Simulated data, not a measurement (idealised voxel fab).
The following is a process module called voxel wiring stack.
245 nm wide, 5 nm square cells: that's cross-section cut.
The cross-sections in this document take the form of a grid made of square cells. They are written out as bands, in order from top to bottom. Each band consists of one or more rows of cells.
For a band, the entry starts with two heights in nm, that of the top and then that of the bottom, and carries on with the band's materials in order from left to right, each alongside its width in nm; the word "everywhere" beside a single material means it fills the band edge to edge, and "air" means empty space.
Where do heights start? At 0: under that level the wafer as delivered is made of one material only. And the lowest band has no floor; it just carries on downward, as in "0 nm and below".
The width entry "30..40" should be interpreted row by row: the top row of cells in the band takes the first number, the bottom row takes the second number, and the change between adjacent rows is uniform throughout.
"same as before" means the step left every cell of the cross-section as it was.
The label "Sealed internal cavities" introduces a list of the empty spaces, 8 cells or larger, that have no open way up to the top; each entry in it reads width x height at distance, where the distance is taken from the left edge and all three are stated in nm.
Whatever follows a step's settings on its line is a remark the simulator itself makes about that step.
Regarding "overlay nm": on a step with a mask, it is the distance the mask lay to the right of its planned place; a negative value places it to the left.
## Planned step list for the process
1. RECEIVE [material Si]
2. CONFORMAL_DEP [material SiO2] [thk nm 15]
3. DIRECTIONAL_DEP [material TiN] [thk nm 5]
4. DIRECTIONAL_DEP [material Ru] [thk nm 15]
5. MASKED_ETCH [tone cover] [mask id METAL_1] [width nm 30] [pitch nm 60] [etch materials Ru] [depth nm 15] [overlay nm 0]
6. MASKED_ETCH [tone cover] [mask id METAL_1] [width nm 30] [pitch nm 60] [etch materials TiN] [depth nm 5] [overlay nm 0]
7. CONFORMAL_DEP [material SiCN] [thk nm 5]
8. FILL_DEP [material SiO2] [thk nm 5]
9. CMP [height nm 35]
10. CONFORMAL_DEP [material SiCN] [thk nm 5]
11. DIRECTIONAL_DEP [material lowk] [thk nm 25]
12. PATTERN [tone open] [mask id METAL_2] [material resist] [width nm 30] [pitch nm 60] [thk nm 20] [overlay nm 0]
13. DIRECTIONAL_ETCH [etch materials lowk] [depth nm 15]
14. STRIP [etch materials resist]
15. PATTERN [tone open] [mask id METAL_2_HOLES] [material resist] [width nm 15] [pitch nm 120] [thk nm 15] [overlay nm 0]
16. DIRECTIONAL_ETCH [etch materials lowk] [depth nm 10]
17. DIRECTIONAL_ETCH [etch materials SiCN] [depth nm 5]
18. STRIP [etch materials resist]
19. CONFORMAL_DEP [material TiN] [thk nm 5]
20. FILL_DEP [material Cu] [thk nm 5]
21. CMP [height nm 65]
22. CONFORMAL_DEP [material SiCN] [thk nm 5]
23. DIRECTIONAL_DEP [material SiO2] [thk nm 30]
24. MASKED_ETCH [tone open] [mask id METAL_3] [width nm 30] [pitch nm 60] [etch materials SiO2] [depth nm 15] [overlay nm 0]
25. DIRECTIONAL_DEP [material aC] [thk nm 10]
26. PATTERN [tone open] [mask id METAL_3_HOLES] [material resist] [width nm 15] [pitch nm 120] [thk nm 25] [overlay nm 0]
27. DIRECTIONAL_ETCH [etch materials aC] [depth nm 10]
28. STRIP [etch materials resist]
29. DIRECTIONAL_ETCH [etch materials SiO2] [depth nm 15]
30. DIRECTIONAL_ETCH [etch materials SiCN] [depth nm 5]
31. STRIP [etch materials aC]
32. CONFORMAL_DEP [material TiN] [thk nm 5]
33. FILL_DEP [material Cu] [thk nm 10]
34. CMP [height nm 100]
35. CONFORMAL_DEP [material SiCN] [thk nm 5]
36. DIRECTIONAL_DEP [material lowk] [thk nm 10]
37. MASKED_ETCH [tone open] [mask id PLUG_3] [width nm 15] [pitch nm 60] [etch materials lowk] [depth nm 10] [overlay nm 0]
38. MASKED_ETCH [tone open] [mask id PLUG_3] [width nm 15] [pitch nm 60] [etch materials SiCN] [depth nm 5] [overlay nm 0]
39. CONFORMAL_DEP [material TiN] [thk nm 5]
40. FILL_DEP [material Cu] [thk nm 5]
41. CMP [height nm 115]
42. CONFORMAL_DEP [material SiN] [thk nm 5]
43. DIRECTIONAL_DEP [material SiO2] [thk nm 25]
44. PATTERN [tone open] [mask id METAL_4] [material resist] [width nm 30] [pitch nm 60] [thk nm 15] [overlay nm 0]
45. DIRECTIONAL_ETCH [etch materials SiO2] [depth nm 25]
46. DIRECTIONAL_ETCH [etch materials SiN] [depth nm 5]
47. STRIP [etch materials resist]
48. CONFORMAL_DEP [material TiN] [thk nm 5]
49. FILL_DEP [material W] [thk nm 10]
50. CMP [height nm 145]
51. EPI [material Ru] [thk nm 5]
52. FILL_DEP [material SiCN] [thk nm 5]
## As-received wafer cross-section (after step 1)
0 nm and below = Si everywhere
Sealed internal cavities: none
## The first of the two wafers as seen in cross-section once the module was finished; processing followed the plan
155 nm to 150 nm = SiCN everywhere
150 nm to 145 nm = 40 of SiCN | 40 of Ru | 20 of SiCN | 40 of Ru | 20 of SiCN | 40 of Ru | 45 of SiCN
145 nm to 120 nm = 45 of SiO2 | 5 of TiN | 20 of W | 5 of TiN | 30 of SiO2 | 5 of TiN | 20 of W | 5 of TiN | 30 of SiO2 | 5 of TiN | 20 of W | 5 of TiN | 50 of SiO2
120 nm to 115 nm = 45 of SiN | 30 of TiN | 30 of SiN | 30 of TiN | 30 of SiN | 30 of TiN | 50 of SiN
115 nm to 105 nm = 45 of lowk | 5 of TiN | 5 of Cu | 5 of TiN | 45 of lowk | 5 of TiN | 5 of Cu | 5 of TiN | 45 of lowk | 5 of TiN | 5 of Cu | 5 of TiN | 65 of lowk
105 nm to 100 nm = 45 of SiCN | 15 of TiN | 45 of SiCN | 15 of TiN | 45 of SiCN | 15 of TiN | 65 of SiCN
100 nm to 90 nm = 45 of SiO2 | 5 of TiN | 20 of Cu | 5 of TiN | 30 of SiO2 | 5 of TiN | 20 of Cu | 5 of TiN | 30 of SiO2 | 5 of TiN | 20 of Cu | 5 of TiN | 50 of SiO2
90 nm to 85 nm = 45 of SiO2 | 5 of TiN | 5 of Cu | 20 of TiN | 30 of SiO2 | 30 of TiN | 30 of SiO2 | 5 of TiN | 5 of Cu | 20 of TiN | 50 of SiO2
85 nm to 70 nm = 45 of SiO2 | 5 of TiN | 5 of Cu | 5 of TiN | 105 of SiO2 | 5 of TiN | 5 of Cu | 5 of TiN | 65 of SiO2
70 nm to 65 nm = 45 of SiCN | 15 of TiN | 105 of SiCN | 15 of TiN | 65 of SiCN
65 nm to 55 nm = 45 of lowk | 5 of TiN | 20 of Cu | 5 of TiN | 30 of lowk | 5 of TiN | 20 of Cu | 5 of TiN | 30 of lowk | 5 of TiN | 20 of Cu | 5 of TiN | 50 of lowk
55 nm to 50 nm = 45 of lowk | 5 of TiN | 5 of Cu | 20 of TiN | 30 of lowk | 30 of TiN | 30 of lowk | 5 of TiN | 5 of Cu | 20 of TiN | 50 of lowk
50 nm to 40 nm = 45 of lowk | 5 of TiN | 5 of Cu | 5 of TiN | 105 of lowk | 5 of TiN | 5 of Cu | 5 of TiN | 65 of lowk
40 nm to 35 nm = 45 of SiCN | 15 of TiN | 105 of SiCN | 15 of TiN | 65 of SiCN
35 nm to 20 nm = 40 of SiO2 | 5 of SiCN | 30 of Ru | 5 of SiCN | 20 of SiO2 | 5 of SiCN | 30 of Ru | 5 of SiCN | 20 of SiO2 | 5 of SiCN | 30 of Ru | 5 of SiCN | 45 of SiO2
20 nm to 15 nm = 45 of SiCN | 30 of TiN | 30 of SiCN | 30 of TiN | 30 of SiCN | 30 of TiN | 50 of SiCN
15 nm to 0 nm = SiO2 everywhere
0 nm and below = Si everywhere
Sealed internal cavities: none
## What the second wafer looks like in cross-section once the module is done. Its start and its plan matched the first wafer's exactly; what differed was one mistake in how it was run
155 nm to 150 nm = SiCN everywhere
150 nm to 145 nm = 40 of SiCN | 40 of Ru | 20 of SiCN | 40 of Ru | 20 of SiCN | 40 of Ru | 45 of SiCN
145 nm to 120 nm = 45 of SiO2 | 5 of TiN | 20 of W | 5 of TiN | 30 of SiO2 | 5 of TiN | 20 of W | 5 of TiN | 30 of SiO2 | 5 of TiN | 20 of W | 5 of TiN | 50 of SiO2
120 nm to 115 nm = 45 of SiN | 30 of TiN | 30 of SiN | 30 of TiN | 30 of SiN | 30 of TiN | 50 of SiN
115 nm to 105 nm = 45 of lowk | 5 of TiN | 5 of Cu | 5 of TiN | 45 of lowk | 5 of TiN | 5 of Cu | 5 of TiN | 45 of lowk | 5 of TiN | 5 of Cu | 5 of TiN | 65 of lowk
105 nm to 100 nm = 45 of SiCN | 15 of TiN | 45 of SiCN | 15 of TiN | 45 of SiCN | 15 of TiN | 65 of SiCN
100 nm to 70 nm = SiO2 everywhere
70 nm to 65 nm = SiCN everywhere
65 nm to 55 nm = 45 of lowk | 5 of TiN | 20 of Cu | 5 of TiN | 30 of lowk | 5 of TiN | 20 of Cu | 5 of TiN | 30 of lowk | 5 of TiN | 20 of Cu | 5 of TiN | 50 of lowk
55 nm to 50 nm = 45 of lowk | 5 of TiN | 5 of Cu | 20 of TiN | 30 of lowk | 30 of TiN | 30 of lowk | 5 of TiN | 5 of Cu | 20 of TiN | 50 of lowk
50 nm to 40 nm = 45 of lowk | 5 of TiN | 5 of Cu | 5 of TiN | 105 of lowk | 5 of TiN | 5 of Cu | 5 of TiN | 65 of lowk
40 nm to 35 nm = 45 of SiCN | 15 of TiN | 105 of SiCN | 15 of TiN | 65 of SiCN
35 nm to 20 nm = 40 of SiO2 | 5 of SiCN | 30 of Ru | 5 of SiCN | 20 of SiO2 | 5 of SiCN | 30 of Ru | 5 of SiCN | 20 of SiO2 | 5 of SiCN | 30 of Ru | 5 of SiCN | 45 of SiO2
20 nm to 15 nm = 45 of SiCN | 30 of TiN | 30 of SiCN | 30 of TiN | 30 of SiCN | 30 of TiN | 50 of SiCN
15 nm to 0 nm = SiO2 everywhere
0 nm and below = Si everywhere
Sealed internal cavities: none
Here's what went sideways: step 23 of the plan was twice carried out
Final cells, second wafer relative to first, materials higher or lower: 32 fewer of Cu, 6 more of SiCN, 72 more of SiO2, 46 fewer of TiN
